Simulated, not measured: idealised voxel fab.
Process module heading - voxel wiring stack
Cross-sectional view cut (width: 260 nm; square cell size: 5 nm).
This document writes a cross-section as a grid whose cells are square, and gives it as bands, listed from the top down; one or more rows of cells form a band. Heads up on the band format: heights come first, top then bottom, in nm. After that it's the materials left to right, each with its width in nm. A single material flagged "everywhere" fills the whole band edge to edge, and "empty" means there's empty space there. A quick word on heights: they are counted from 0, and under that level the wafer as it came to us is one material throughout. The lowest band is different from the rest in having no bottom; it simply continues downward, written as in "z 0 and below". So if you see something like "30 to 40" for the width, read it as the top row of the band sitting at the first number and the bottom row at the second, with every row in between moving by the same amount as the last. "no alterations made" for a step: no cell of the cross-section changed in that step. "Enclosed void catalog": empty spaces of 8 cells or more with no open way to the top, each given as width x height at distance, distance from the left edge, all in nm. Heads up: the bit after the settings on a step's line is the simulator's remark on that step. Among the settings permitted on a step's line is "overlay nm"; applied to a step with a mask, it specifies the extent to which the mask lay to the right of its planned position, whereas a negative figure signifies a position to the left. From here on the document is pairs. In a pair, the cross-section before one process step comes with the cross-section after it, and the latter goes no deeper than the lowest band that changed. What lies in between, the step and its settings, is written under the pair. A pair may be from a different run of this module on the same starting wafer than the pair above it, so it continues from that pair only where its entry headed "Incoming profile" says so.

## Incoming profile
- z 125 to 110: resist (30) / empty (30) / resist (25) / empty (30) / resist (25) / empty (30) / resist (25) / empty (30) / resist (35)
- z 110 to 95: SiO2 (30) / empty (30) / SiO2 (25) / empty (30) / SiO2 (25) / empty (30) / SiO2 (25) / empty (30) / SiO2 (35)
- z 95 to 85: SiO2 everywhere
- z 85 to 80: SiCN everywhere
- z 80 to 65: SiO2 (30) / TiN (5) / Ru (20) / TiN (5) / SiO2 (25) / TiN (5) / Ru (20) / TiN (5) / SiO2 (25) / TiN (5) / Ru (20) / TiN (5) / SiO2 (25) / TiN (5) / Ru (20) / TiN (5) / SiO2 (35)
- z 65 to 60: SiO2 (30) / TiN (5) / Ru (5) / TiN (20) / SiO2 (25) / TiN (5) / Ru (5) / TiN (20) / SiO2 (25) / TiN (5) / Ru (5) / TiN (20) / SiO2 (25) / TiN (5) / Ru (5) / TiN (20) / SiO2 (35)
- z 60 to 45: SiO2 (30) / TiN (5) / Ru (5) / TiN (5) / SiO2 (40) / TiN (5) / Ru (5) / TiN (5) / SiO2 (40) / TiN (5) / Ru (5) / TiN (5) / SiO2 (40) / TiN (5) / Ru (5) / TiN (5) / SiO2 (50)
- z 45 to 40: SiCN (30) / TiN (15) / SiCN (40) / TiN (15) / SiCN (40) / TiN (15) / SiCN (40) / TiN (15) / SiCN (50)
- z 40 to 35: Cu everywhere
- z 35 to 30: TiN (35) / Cu (20) / TiN (35) / Cu (20) / TiN (35) / Cu (20) / TiN (35) / Cu (20) / TiN (40)
- z 30 to 15: SiO2 (30) / TiN (5) / Cu (20) / TiN (5) / SiO2 (25) / TiN (5) / Cu (20) / TiN (5) / SiO2 (25) / TiN (5) / Cu (20) / TiN (5) / SiO2 (25) / TiN (5) / Cu (20) / TiN (5) / SiO2 (35)
- z 15 to 10: SiCN (30) / TiN (30) / SiCN (25) / TiN (30) / SiCN (25) / TiN (30) / SiCN (25) / TiN (30) / SiCN (35)
- z 10 to 0: SiO2 everywhere
- z 0 and below: Si everywhere
- Enclosed void catalog: none

## Post-Process View
- z 110 to 95: SiO2 (30) / empty (30) / SiO2 (25) / empty (30) / SiO2 (25) / empty (30) / SiO2 (25) / empty (30) / SiO2 (35)
- below 95: unchanged
- Enclosed void catalog: none
The before and after cross-sections above are linked by STRIP | etch materials resist

Incoming profile: the after view from the pair directly above serves as the before view here.

## Post-Process View
- z 130 to 110: resist (30) / empty (15) / resist (40) / empty (15) / resist (40) / empty (15) / resist (40) / empty (15) / resist (50)
- z 110 to 95: SiO2 (30) / empty (15) / resist (15) / SiO2 (25) / empty (15) / resist (15) / SiO2 (25) / empty (15) / resist (15) / SiO2 (25) / empty (15) / resist (15) / SiO2 (35)
- below 95: unchanged
- Enclosed void catalog: none
The before and after cross-sections above are linked by PATTERN | tone open | mask id METAL_3_HOLES | material resist | width nm 15 | pitch nm 55 | thk nm 20 | overlay nm 0

Incoming profile: the after view from the pair directly above serves as the before view here.

## Post-Process View
- z 130 to 110: resist (30) / empty (15) / resist (40) / empty (15) / resist (40) / empty (15) / resist (40) / empty (15) / resist (50)
- z 110 to 95: SiO2 (30) / empty (15) / resist (15) / SiO2 (25) / empty (15) / resist (15) / SiO2 (25) / empty (15) / resist (15) / SiO2 (25) / empty (15) / resist (15) / SiO2 (35)
- z 95 to 85: SiO2 (30) / empty (15) / SiO2 (40) / empty (15) / SiO2 (40) / empty (15) / SiO2 (40) / empty (15) / SiO2 (50)
- below 85: unchanged
- Enclosed void catalog: none
The before and after cross-sections above are linked by DIRECTIONAL_ETCH | etch materials SiO2 | depth nm 10

Incoming profile: the after view from the pair directly above serves as the before view here.

## Post-Process View
- z 130 to 110: resist (30) / empty (15) / resist (40) / empty (15) / resist (40) / empty (15) / resist (40) / empty (15) / resist (50)
- z 110 to 95: SiO2 (30) / empty (15) / resist (15) / SiO2 (25) / empty (15) / resist (15) / SiO2 (25) / empty (15) / resist (15) / SiO2 (25) / empty (15) / resist (15) / SiO2 (35)
- z 95 to 85: SiO2 (30) / empty (15) / SiO2 (40) / empty (15) / SiO2 (40) / empty (15) / SiO2 (40) / empty (15) / SiO2 (50)
- z 85 to 80: SiCN (30) / empty (15) / SiCN (40) / empty (15) / SiCN (40) / empty (15) / SiCN (40) / empty (15) / SiCN (50)
- below 80: unchanged
- Enclosed void catalog: none
The before and after cross-sections above are linked by DIRECTIONAL_ETCH | etch materials SiCN | depth nm 5

Incoming profile: the after view from the pair directly above serves as the before view here.

## Post-Process View
- z 110 to 95: SiO2 (30) / empty (30) / SiO2 (25) / empty (30) / SiO2 (25) / empty (30) / SiO2 (25) / empty (30) / SiO2 (35)
- below 95: unchanged
- Enclosed void catalog: none
The before and after cross-sections above are linked by STRIP | etch materials resist

Incoming profile: the after view from the pair directly above serves as the before view here.

## Post-Process View
- z 115 to 110: TiN (35) / empty (20) / TiN (35) / empty (20) / TiN (35) / empty (20) / TiN (35) / empty (20) / TiN (40)
- z 110 to 100: SiO2 (30) / TiN (5) / empty (20) / TiN (5) / SiO2 (25) / TiN (5) / empty (20) / TiN (5) / SiO2 (25) / TiN (5) / empty (20) / TiN (5) / SiO2 (25) / TiN (5) / empty (20) / TiN (5) / SiO2 (35)
- z 100 to 95: SiO2 (30) / TiN (5) / empty (5) / TiN (20) / SiO2 (25) / TiN (5) / empty (5) / TiN (20) / SiO2 (25) / TiN (5) / empty (5) / TiN (20) / SiO2 (25) / TiN (5) / empty (5) / TiN (20) / SiO2 (35)
- z 95 to 85: SiO2 (30) / TiN (5) / empty (5) / TiN (5) / SiO2 (40) / TiN (5) / empty (5) / TiN (5) / SiO2 (40) / TiN (5) / empty (5) / TiN (5) / SiO2 (40) / TiN (5) / empty (5) / TiN (5) / SiO2 (50)
- z 85 to 80: SiCN (30) / TiN (15) / SiCN (40) / TiN (15) / SiCN (40) / TiN (15) / SiCN (40) / TiN (15) / SiCN (50)
- below 80: unchanged
- Enclosed void catalog: none
The before and after cross-sections above are linked by CONFORMAL_DEP | material TiN | thk nm 5

Incoming profile: the after view from the pair directly above serves as the before view here.

## Post-Process View
- z 120 to 115: Ru everywhere
- z 115 to 110: TiN (35) / Ru (20) / TiN (35) / Ru (20) / TiN (35) / Ru (20) / TiN (35) / Ru (20) / TiN (40)
- z 110 to 100: SiO2 (30) / TiN (5) / Ru (20) / TiN (5) / SiO2 (25) / TiN (5) / Ru (20) / TiN (5) / SiO2 (25) / TiN (5) / Ru (20) / TiN (5) / SiO2 (25) / TiN (5) / Ru (20) / TiN (5) / SiO2 (35)
- z 100 to 95: SiO2 (30) / TiN (5) / Ru (5) / TiN (20) / SiO2 (25) / TiN (5) / Ru (5) / TiN (20) / SiO2 (25) / TiN (5) / Ru (5) / TiN (20) / SiO2 (25) / TiN (5) / Ru (5) / TiN (20) / SiO2 (35)
- z 95 to 85: SiO2 (30) / TiN (5) / Ru (5) / TiN (5) / SiO2 (40) / TiN (5) / Ru (5) / TiN (5) / SiO2 (40) / TiN (5) / Ru (5) / TiN (5) / SiO2 (40) / TiN (5) / Ru (5) / TiN (5) / SiO2 (50)
- below 85: unchanged
- Enclosed void catalog: none
The before and after cross-sections above are linked by FILL_DEP | material Ru | thk nm 5

Incoming profile: the after view from the pair directly above serves as the before view here.

## Post-Process View
- z 110 to 100: SiO2 (30) / TiN (5) / Ru (20) / TiN (5) / SiO2 (25) / TiN (5) / Ru (20) / TiN (5) / SiO2 (25) / TiN (5) / Ru (20) / TiN (5) / SiO2 (25) / TiN (5) / Ru (20) / TiN (5) / SiO2 (35)
- below 100: unchanged
- Enclosed void catalog: none
The before and after cross-sections above are linked by CMP | height nm 110

Incoming profile: the after view from the pair directly above serves as the before view here.

## Post-Process View
- z 115 to 110: SiCN everywhere
- below 110: unchanged
- Enclosed void catalog: none
The before and after cross-sections above are linked by CONFORMAL_DEP | material SiCN | thk nm 5

## Incoming profile
- z 40 to 15: SiO2 everywhere
- z 15 to 10: SiCN everywhere
- z 10 to 0: SiO2 everywhere
- z 0 and below: Si everywhere
- Enclosed void catalog: none

## Post-Process View
- z 40 to 15: SiO2 (30) / empty (35) / SiO2 (20) / empty (35) / SiO2 (20) / empty (35) / SiO2 (20) / empty (35) / SiO2 (30)
- below 15: unchanged
- Enclosed void catalog: none
The before and after cross-sections above are linked by MASKED_ETCH | tone open | mask id METAL_1 | width nm 35 | pitch nm 55 | etch materials SiO2 | depth nm 25 | overlay nm 0

Incoming profile: the after view from the pair directly above serves as the before view here.

## Post-Process View
- z 40 to 15: SiO2 (30) / empty (35) / SiO2 (20) / empty (35) / SiO2 (20) / empty (35) / SiO2 (20) / empty (35) / SiO2 (30)
- z 15 to 10: SiCN (30) / empty (30) / SiCN (25) / empty (30) / SiCN (25) / empty (30) / SiCN (25) / empty (30) / SiCN (35)
- below 10: unchanged
- Enclosed void catalog: none
The before and after cross-sections above are linked by MASKED_ETCH | tone open | mask id METAL_1 | width nm 30 | pitch nm 55 | etch materials SiCN | depth nm 5 | overlay nm 0

Incoming profile: the after view from the pair directly above serves as the before view here.

## Post-Process View
- z 45 to 40: TiN (35) / empty (25) / TiN (30) / empty (25) / TiN (30) / empty (25) / TiN (30) / empty (25) / TiN (35)
- z 40 to 20: SiO2 (30) / TiN (5) / empty (25) / TiN (5) / SiO2 (20) / TiN (5) / empty (25) / TiN (5) / SiO2 (20) / TiN (5) / empty (25) / TiN (5) / SiO2 (20) / TiN (5) / empty (25) / TiN (5) / SiO2 (30)
- z 20 to 15: SiO2 (30) / TiN (5) / empty (20) / TiN (10) / SiO2 (20) / TiN (5) / empty (20) / TiN (10) / SiO2 (20) / TiN (5) / empty (20) / TiN (10) / SiO2 (20) / TiN (5) / empty (20) / TiN (10) / SiO2 (30)
- z 15 to 10: SiCN (30) / TiN (30) / SiCN (25) / TiN (30) / SiCN (25) / TiN (30) / SiCN (25) / TiN (30) / SiCN (35)
- below 10: unchanged
- Enclosed void catalog: none
The before and after cross-sections above are linked by CONFORMAL_DEP | material TiN | thk nm 5

Incoming profile: the after view from the pair directly above serves as the before view here.

## Post-Process View
- z 50 to 45: Cu everywhere
- z 45 to 40: TiN (35) / Cu (25) / TiN (30) / Cu (25) / TiN (30) / Cu (25) / TiN (30) / Cu (25) / TiN (35)
- z 40 to 20: SiO2 (30) / TiN (5) / Cu (25) / TiN (5) / SiO2 (20) / TiN (5) / Cu (25) / TiN (5) / SiO2 (20) / TiN (5) / Cu (25) / TiN (5) / SiO2 (20) / TiN (5) / Cu (25) / TiN (5) / SiO2 (30)
- z 20 to 15: SiO2 (30) / TiN (5) / Cu (20) / TiN (10) / SiO2 (20) / TiN (5) / Cu (20) / TiN (10) / SiO2 (20) / TiN (5) / Cu (20) / TiN (10) / SiO2 (20) / TiN (5) / Cu (20) / TiN (10) / SiO2 (30)
- below 15: unchanged
- Enclosed void catalog: none
The before and after cross-sections above are linked by FILL_DEP | material Cu | thk nm 5

Incoming profile: the after view from the pair directly above serves as the before view here.

## Post-Process View
- z 40 to 20: SiO2 (30) / TiN (5) / Cu (25) / TiN (5) / SiO2 (20) / TiN (5) / Cu (25) / TiN (5) / SiO2 (20) / TiN (5) / Cu (25) / TiN (5) / SiO2 (20) / TiN (5) / Cu (25) / TiN (5) / SiO2 (30)
- below 20: unchanged
- Enclosed void catalog: none
The before and after cross-sections above are linked by CMP | height nm 40

Incoming profile: the after view from the pair directly above serves as the before view here.

## Post-Process View
- z 45 to 40: SiCN everywhere
- below 40: unchanged
- Enclosed void catalog: none
The before and after cross-sections above are linked by CONFORMAL_DEP | material SiCN | thk nm 5

Incoming profile: the after view from the pair directly above serves as the before view here.

## Post-Process View
- z 80 to 45: SiO2 everywhere
- below 45: unchanged
- Enclosed void catalog: none
The before and after cross-sections above are linked by DIRECTIONAL_DEP | material SiO2 | thk nm 35

Incoming profile: the after view from the pair directly above serves as the before view here.

## Post-Process View
- z 95 to 80: resist (30) / empty (15) / resist (40) / empty (15) / resist (40) / empty (15) / resist (40) / empty (15) / resist (50)
- below 80: unchanged
- Enclosed void catalog: none
The before and after cross-sections above are linked by PATTERN | tone open | mask id METAL_2_HOLES | material resist | width nm 15 | pitch nm 55 | thk nm 15 | overlay nm 0

Incoming profile: the after view from the pair directly above serves as the before view here.

## Post-Process View
- z 95 to 80: resist (30) / empty (15) / resist (40) / empty (15) / resist (40) / empty (15) / resist (40) / empty (15) / resist (50)
- z 80 to 45: SiO2 (30) / empty (15) / SiO2 (40) / empty (15) / SiO2 (40) / empty (15) / SiO2 (40) / empty (15) / SiO2 (50)
- below 45: unchanged
- Enclosed void catalog: none
The before and after cross-sections above are linked by DIRECTIONAL_ETCH | etch materials SiO2 | depth nm 35

Incoming profile: the after view from the pair directly above serves as the before view here.

## Post-Process View
- z 80 to 45: SiO2 (30) / empty (15) / SiO2 (40) / empty (15) / SiO2 (40) / empty (15) / SiO2 (40) / empty (15) / SiO2 (50)
- below 45: unchanged
- Enclosed void catalog: none
The before and after cross-sections above are linked by STRIP | etch materials resist

Incoming profile: the after view from the pair directly above serves as the before view here.

## Post-Process View
- z 100 to 80: resist (30) / empty (30) / resist (25) / empty (30) / resist (25) / empty (30) / resist (25) / empty (30) / resist (35)
- below 80: unchanged
- Enclosed void catalog: none
The before and after cross-sections above are linked by PATTERN | tone open | mask id METAL_2 | material resist | width nm 30 | pitch nm 55 | thk nm 20 | overlay nm 0

Incoming profile: the after view from the pair directly above serves as the before view here.

## Post-Process View
- z 100 to 80: resist (30) / empty (30) / resist (25) / empty (30) / resist (25) / empty (30) / resist (25) / empty (30) / resist (35)
- z 80 to 60: SiO2 (30) / empty (30) / SiO2 (25) / empty (30) / SiO2 (25) / empty (30) / SiO2 (25) / empty (30) / SiO2 (35)
- below 60: unchanged
- Enclosed void catalog: none
The before and after cross-sections above are linked by DIRECTIONAL_ETCH | etch materials SiO2 | depth nm 20

Incoming profile: the after view from the pair directly above serves as the before view here.

## Post-Process View
- z 100 to 80: resist (30) / empty (30) / resist (25) / empty (30) / resist (25) / empty (30) / resist (25) / empty (30) / resist (35)
- z 80 to 60: SiO2 (30) / empty (30) / SiO2 (25) / empty (30) / SiO2 (25) / empty (30) / SiO2 (25) / empty (30) / SiO2 (35)
- z 60 to 45: SiO2 (30) / empty (15) / SiO2 (40) / empty (15) / SiO2 (40) / empty (15) / SiO2 (40) / empty (15) / SiO2 (50)
- z 45 to 40: SiCN (30) / empty (15) / SiCN (40) / empty (15) / SiCN (40) / empty (15) / SiCN (40) / empty (15) / SiCN (50)
- below 40: unchanged
- Enclosed void catalog: none
The before and after cross-sections above are linked by DIRECTIONAL_ETCH | etch materials SiCN | depth nm 5

Incoming profile: the after view from the pair directly above serves as the before view here.

## Post-Process View
- z 80 to 60: SiO2 (30) / empty (30) / SiO2 (25) / empty (30) / SiO2 (25) / empty (30) / SiO2 (25) / empty (30) / SiO2 (35)
- below 60: unchanged
- Enclosed void catalog: none
The before and after cross-sections above are linked by STRIP | etch materials resist

Incoming profile: the after view from the pair directly above serves as the before view here.

## Post-Process View
- z 85 to 80: TiN (35) / empty (20) / TiN (35) / empty (20) / TiN (35) / empty (20) / TiN (35) / empty (20) / TiN (40)
- z 80 to 65: SiO2 (30) / TiN (5) / empty (20) / TiN (5) / SiO2 (25) / TiN (5) / empty (20) / TiN (5) / SiO2 (25) / TiN (5) / empty (20) / TiN (5) / SiO2 (25) / TiN (5) / empty (20) / TiN (5) / SiO2 (35)
- z 65 to 60: SiO2 (30) / TiN (5) / empty (5) / TiN (20) / SiO2 (25) / TiN (5) / empty (5) / TiN (20) / SiO2 (25) / TiN (5) / empty (5) / TiN (20) / SiO2 (25) / TiN (5) / empty (5) / TiN (20) / SiO2 (35)
- z 60 to 45: SiO2 (30) / TiN (5) / empty (5) / TiN (5) / SiO2 (40) / TiN (5) / empty (5) / TiN (5) / SiO2 (40) / TiN (5) / empty (5) / TiN (5) / SiO2 (40) / TiN (5) / empty (5) / TiN (5) / SiO2 (50)
- z 45 to 40: SiCN (30) / TiN (15) / SiCN (40) / TiN (15) / SiCN (40) / TiN (15) / SiCN (40) / TiN (15) / SiCN (50)
- below 40: unchanged
- Enclosed void catalog: none
The before and after cross-sections above are linked by CONFORMAL_DEP | material TiN | thk nm 5

Incoming profile: the after view from the pair directly above serves as the before view here.

## Post-Process View
- z 90 to 85: Ru everywhere
- z 85 to 80: TiN (35) / Ru (20) / TiN (35) / Ru (20) / TiN (35) / Ru (20) / TiN (35) / Ru (20) / TiN (40)
- z 80 to 65: SiO2 (30) / TiN (5) / Ru (20) / TiN (5) / SiO2 (25) / TiN (5) / Ru (20) / TiN (5) / SiO2 (25) / TiN (5) / Ru (20) / TiN (5) / SiO2 (25) / TiN (5) / Ru (20) / TiN (5) / SiO2 (35)
- z 65 to 60: SiO2 (30) / TiN (5) / Ru (5) / TiN (20) / SiO2 (25) / TiN (5) / Ru (5) / TiN (20) / SiO2 (25) / TiN (5) / Ru (5) / TiN (20) / SiO2 (25) / TiN (5) / Ru (5) / TiN (20) / SiO2 (35)
- z 60 to 45: SiO2 (30) / TiN (5) / Ru (5) / TiN (5) / SiO2 (40) / TiN (5) / Ru (5) / TiN (5) / SiO2 (40) / TiN (5) / Ru (5) / TiN (5) / SiO2 (40) / TiN (5) / Ru (5) / TiN (5) / SiO2 (50)
- below 45: unchanged
- Enclosed void catalog: none
The before and after cross-sections above are linked by FILL_DEP | material Ru | thk nm 5

Incoming profile: the after view from the pair directly above serves as the before view here.

## Post-Process View
- z 80 to 65: SiO2 (30) / TiN (5) / Ru (20) / TiN (5) / SiO2 (25) / TiN (5) / Ru (20) / TiN (5) / SiO2 (25) / TiN (5) / Ru (20) / TiN (5) / SiO2 (25) / TiN (5) / Ru (20) / TiN (5) / SiO2 (35)
- below 65: unchanged
- Enclosed void catalog: none
The before and after cross-sections above are linked by CMP | height nm 80

Incoming profile: the after view from the pair directly above serves as the before view here.

## Post-Process View
- z 85 to 80: SiCN everywhere
- below 80: unchanged
- Enclosed void catalog: none
The before and after cross-sections above are linked by CONFORMAL_DEP | material SiCN | thk nm 5

Incoming profile: the after view from the pair directly above serves as the before view here.

## Post-Process View
- z 110 to 85: SiO2 everywhere
- below 85: unchanged
- Enclosed void catalog: none
The before and after cross-sections above are linked by DIRECTIONAL_DEP | material SiO2 | thk nm 25

Incoming profile: the after view from the pair directly above serves as the before view here.

## Post-Process View
- z 125 to 110: resist (30) / empty (30) / resist (25) / empty (30) / resist (25) / empty (30) / resist (25) / empty (30) / resist (35)
- below 110: unchanged
- Enclosed void catalog: none
The before and after cross-sections above are linked by PATTERN | tone open | mask id METAL_3 | material resist | width nm 30 | pitch nm 55 | thk nm 15 | overlay nm 0

Incoming profile: the after view from the pair directly above serves as the before view here.

## Post-Process View
- z 125 to 110: resist (30) / empty (30) / resist (25) / empty (30) / resist (25) / empty (30) / resist (25) / empty (30) / resist (35)
- z 110 to 95: SiO2 (30) / empty (30) / SiO2 (25) / empty (30) / SiO2 (25) / empty (30) / SiO2 (25) / empty (30) / SiO2 (35)
- below 95: unchanged
- Enclosed void catalog: none
The before and after cross-sections above are linked by DIRECTIONAL_ETCH | etch materials SiO2 | depth nm 15

Incoming profile: the after view from the pair directly above serves as the before view here.

## Post-Process View
- z 110 to 95: SiO2 (30) / empty (30) / SiO2 (25) / empty (30) / SiO2 (25) / empty (30) / SiO2 (25) / empty (30) / SiO2 (35)
- below 95: unchanged
- Enclosed void catalog: none
The before and after cross-sections above are linked by STRIP | etch materials resist

Incoming profile: the after view from the pair directly above serves as the before view here.

## Post-Process View
- z 130 to 110: resist (30) / empty (15) / resist (40) / empty (15) / resist (40) / empty (15) / resist (40) / empty (15) / resist (50)
- z 110 to 95: SiO2 (30) / empty (15) / resist (15) / SiO2 (25) / empty (15) / resist (15) / SiO2 (25) / empty (15) / resist (15) / SiO2 (25) / empty (15) / resist (15) / SiO2 (35)
- below 95: unchanged
- Enclosed void catalog: none
The before and after cross-sections above are linked by PATTERN | tone open | mask id METAL_3_HOLES | material resist | width nm 15 | pitch nm 55 | thk nm 20 | overlay nm 0

Incoming profile: the after view from the pair directly above serves as the before view here.

## Post-Process View
- z 130 to 110: resist (30) / empty (15) / resist (40) / empty (15) / resist (40) / empty (15) / resist (40) / empty (15) / resist (50)
- z 110 to 95: SiO2 (30) / empty (15) / resist (15) / SiO2 (25) / empty (15) / resist (15) / SiO2 (25) / empty (15) / resist (15) / SiO2 (25) / empty (15) / resist (15) / SiO2 (35)
- z 95 to 85: SiO2 (30) / empty (15) / SiO2 (40) / empty (15) / SiO2 (40) / empty (15) / SiO2 (40) / empty (15) / SiO2 (50)
- below 85: unchanged
- Enclosed void catalog: none
The before and after cross-sections above are linked by DIRECTIONAL_ETCH | etch materials SiO2 | depth nm 10

Incoming profile: the after view from the pair directly above serves as the before view here.

## Post-Process View
- z 130 to 110: resist (30) / empty (15) / resist (40) / empty (15) / resist (40) / empty (15) / resist (40) / empty (15) / resist (50)
- z 110 to 95: SiO2 (30) / empty (15) / resist (15) / SiO2 (25) / empty (15) / resist (15) / SiO2 (25) / empty (15) / resist (15) / SiO2 (25) / empty (15) / resist (15) / SiO2 (35)
- z 95 to 85: SiO2 (30) / empty (15) / SiO2 (40) / empty (15) / SiO2 (40) / empty (15) / SiO2 (40) / empty (15) / SiO2 (50)
- z 85 to 80: SiCN (30) / empty (15) / SiCN (40) / empty (15) / SiCN (40) / empty (15) / SiCN (40) / empty (15) / SiCN (50)
- below 80: unchanged
- Enclosed void catalog: none
The before and after cross-sections above are linked by DIRECTIONAL_ETCH | etch materials SiCN | depth nm 5

Incoming profile: the after view from the pair directly above serves as the before view here.

## Post-Process View
- z 110 to 95: SiO2 (30) / empty (30) / SiO2 (25) / empty (30) / SiO2 (25) / empty (30) / SiO2 (25) / empty (30) / SiO2 (35)
- below 95: unchanged
- Enclosed void catalog: none
The before and after cross-sections above are linked by STRIP | etch materials resist

Incoming profile: the after view from the pair directly above serves as the before view here.

## Post-Process View
- z 115 to 110: TiN (35) / empty (20) / TiN (35) / empty (20) / TiN (35) / empty (20) / TiN (35) / empty (20) / TiN (40)
- z 110 to 100: SiO2 (30) / TiN (5) / empty (20) / TiN (5) / SiO2 (25) / TiN (5) / empty (20) / TiN (5) / SiO2 (25) / TiN (5) / empty (20) / TiN (5) / SiO2 (25) / TiN (5) / empty (20) / TiN (5) / SiO2 (35)
- z 100 to 95: SiO2 (30) / TiN (5) / empty (5) / TiN (20) / SiO2 (25) / TiN (5) / empty (5) / TiN (20) / SiO2 (25) / TiN (5) / empty (5) / TiN (20) / SiO2 (25) / TiN (5) / empty (5) / TiN (20) / SiO2 (35)
- z 95 to 85: SiO2 (30) / TiN (5) / empty (5) / TiN (5) / SiO2 (40) / TiN (5) / empty (5) / TiN (5) / SiO2 (40) / TiN (5) / empty (5) / TiN (5) / SiO2 (40) / TiN (5) / empty (5) / TiN (5) / SiO2 (50)
- z 85 to 80: SiCN (30) / TiN (15) / SiCN (40) / TiN (15) / SiCN (40) / TiN (15) / SiCN (40) / TiN (15) / SiCN (50)
- below 80: unchanged
- Enclosed void catalog: none
The before and after cross-sections above are linked by CONFORMAL_DEP | material TiN | thk nm 5

Incoming profile: the after view from the pair directly above serves as the before view here.

## Post-Process View
- z 120 to 115: Ru everywhere
- z 115 to 110: TiN (35) / Ru (20) / TiN (35) / Ru (20) / TiN (35) / Ru (20) / TiN (35) / Ru (20) / TiN (40)
- z 110 to 100: SiO2 (30) / TiN (5) / Ru (20) / TiN (5) / SiO2 (25) / TiN (5) / Ru (20) / TiN (5) / SiO2 (25) / TiN (5) / Ru (20) / TiN (5) / SiO2 (25) / TiN (5) / Ru (20) / TiN (5) / SiO2 (35)
- z 100 to 95: SiO2 (30) / TiN (5) / Ru (5) / TiN (20) / SiO2 (25) / TiN (5) / Ru (5) / TiN (20) / SiO2 (25) / TiN (5) / Ru (5) / TiN (20) / SiO2 (25) / TiN (5) / Ru (5) / TiN (20) / SiO2 (35)
- z 95 to 85: SiO2 (30) / TiN (5) / Ru (5) / TiN (5) / SiO2 (40) / TiN (5) / Ru (5) / TiN (5) / SiO2 (40) / TiN (5) / Ru (5) / TiN (5) / SiO2 (40) / TiN (5) / Ru (5) / TiN (5) / SiO2 (50)
- below 85: unchanged
- Enclosed void catalog: none
The before and after cross-sections above are linked by FILL_DEP | material Ru | thk nm 5

Incoming profile: the after view from the pair directly above serves as the before view here.

## Post-Process View
- z 110 to 100: SiO2 (30) / TiN (5) / Ru (20) / TiN (5) / SiO2 (25) / TiN (5) / Ru (20) / TiN (5) / SiO2 (25) / TiN (5) / Ru (20) / TiN (5) / SiO2 (25) / TiN (5) / Ru (20) / TiN (5) / SiO2 (35)
- below 100: unchanged
- Enclosed void catalog: none
The before and after cross-sections above are linked by CMP | height nm 110

Incoming profile: the after view from the pair directly above serves as the before view here.

## Post-Process View
- z 115 to 110: SiCN everywhere
- below 110: unchanged
- Enclosed void catalog: none
The before and after cross-sections above are linked by CONFORMAL_DEP | material SiCN | thk nm 5

## Incoming profile
- z 40 to 15: SiO2 everywhere
- z 15 to 10: SiCN everywhere
- z 10 to 0: SiO2 everywhere
- z 0 and below: Si everywhere
- Enclosed void catalog: none

## Post-Process View
- z 40 to 15: SiO2 (40) / empty (30) / SiO2 (25) / empty (30) / SiO2 (25) / empty (30) / SiO2 (25) / empty (30) / SiO2 (25)
- below 15: unchanged
- Enclosed void catalog: none
The before and after cross-sections above are linked by MASKED_ETCH | tone open | mask id METAL_1 | width nm 30 | pitch nm 55 | etch materials SiO2 | depth nm 25 | overlay nm 10

Incoming profile: the after view from the pair directly above serves as the before view here.

## Post-Process View
- z 40 to 15: SiO2 (40) / empty (30) / SiO2 (25) / empty (30) / SiO2 (25) / empty (30) / SiO2 (25) / empty (30) / SiO2 (25)
- z 15 to 10: SiCN (40) / empty (20) / SiCN (35) / empty (20) / SiCN (35) / empty (20) / SiCN (35) / empty (20) / SiCN (35)
- below 10: unchanged
- Enclosed void catalog: none
The before and after cross-sections above are linked by MASKED_ETCH | tone open | mask id METAL_1 | width nm 30 | pitch nm 55 | etch materials SiCN | depth nm 5 | overlay nm 0

Incoming profile: the after view from the pair directly above serves as the before view here.

## Post-Process View
- z 45 to 40: TiN (45) / empty (20) / TiN (35) / empty (20) / TiN (35) / empty (20) / TiN (35) / empty (20) / TiN (30)
- z 40 to 20: SiO2 (40) / TiN (5) / empty (20) / TiN (5) / SiO2 (25) / TiN (5) / empty (20) / TiN (5) / SiO2 (25) / TiN (5) / empty (20) / TiN (5) / SiO2 (25) / TiN (5) / empty (20) / TiN (5) / SiO2 (25)
- z 20 to 15: SiO2 (40) / TiN (5) / empty (10) / TiN (15) / SiO2 (25) / TiN (5) / empty (10) / TiN (15) / SiO2 (25) / TiN (5) / empty (10) / TiN (15) / SiO2 (25) / TiN (5) / empty (10) / TiN (15) / SiO2 (25)
- z 15 to 10: SiCN (40) / TiN (20) / SiCN (35) / TiN (20) / SiCN (35) / TiN (20) / SiCN (35) / TiN (20) / SiCN (35)
- below 10: unchanged
- Enclosed void catalog: none
The before and after cross-sections above are linked by CONFORMAL_DEP | material TiN | thk nm 5

Incoming profile: the after view from the pair directly above serves as the before view here.

## Post-Process View
- z 50 to 45: Cu everywhere
- z 45 to 40: TiN (45) / Cu (20) / TiN (35) / Cu (20) / TiN (35) / Cu (20) / TiN (35) / Cu (20) / TiN (30)
- z 40 to 20: SiO2 (40) / TiN (5) / Cu (20) / TiN (5) / SiO2 (25) / TiN (5) / Cu (20) / TiN (5) / SiO2 (25) / TiN (5) / Cu (20) / TiN (5) / SiO2 (25) / TiN (5) / Cu (20) / TiN (5) / SiO2 (25)
- z 20 to 15: SiO2 (40) / TiN (5) / Cu (10) / TiN (15) / SiO2 (25) / TiN (5) / Cu (10) / TiN (15) / SiO2 (25) / TiN (5) / Cu (10) / TiN (15) / SiO2 (25) / TiN (5) / Cu (10) / TiN (15) / SiO2 (25)
- below 15: unchanged
- Enclosed void catalog: none
The before and after cross-sections above are linked by FILL_DEP | material Cu | thk nm 5

Incoming profile: the after view from the pair directly above serves as the before view here.

## Post-Process View
- z 40 to 20: SiO2 (40) / TiN (5) / Cu (20) / TiN (5) / SiO2 (25) / TiN (5) / Cu (20) / TiN (5) / SiO2 (25) / TiN (5) / Cu (20) / TiN (5) / SiO2 (25) / TiN (5) / Cu (20) / TiN (5) / SiO2 (25)
- below 20: unchanged
- Enclosed void catalog: none
The before and after cross-sections above are linked by CMP | height nm 40

Incoming profile: the after view from the pair directly above serves as the before view here.

## Post-Process View
- z 45 to 40: SiCN everywhere
- below 40: unchanged
- Enclosed void catalog: none
The before and after cross-sections above are linked by CONFORMAL_DEP | material SiCN | thk nm 5

Incoming profile: the after view from the pair directly above serves as the before view here.

## Post-Process View
- z 80 to 45: SiO2 everywhere
- below 45: unchanged
- Enclosed void catalog: none
The before and after cross-sections above are linked by DIRECTIONAL_DEP | material SiO2 | thk nm 35
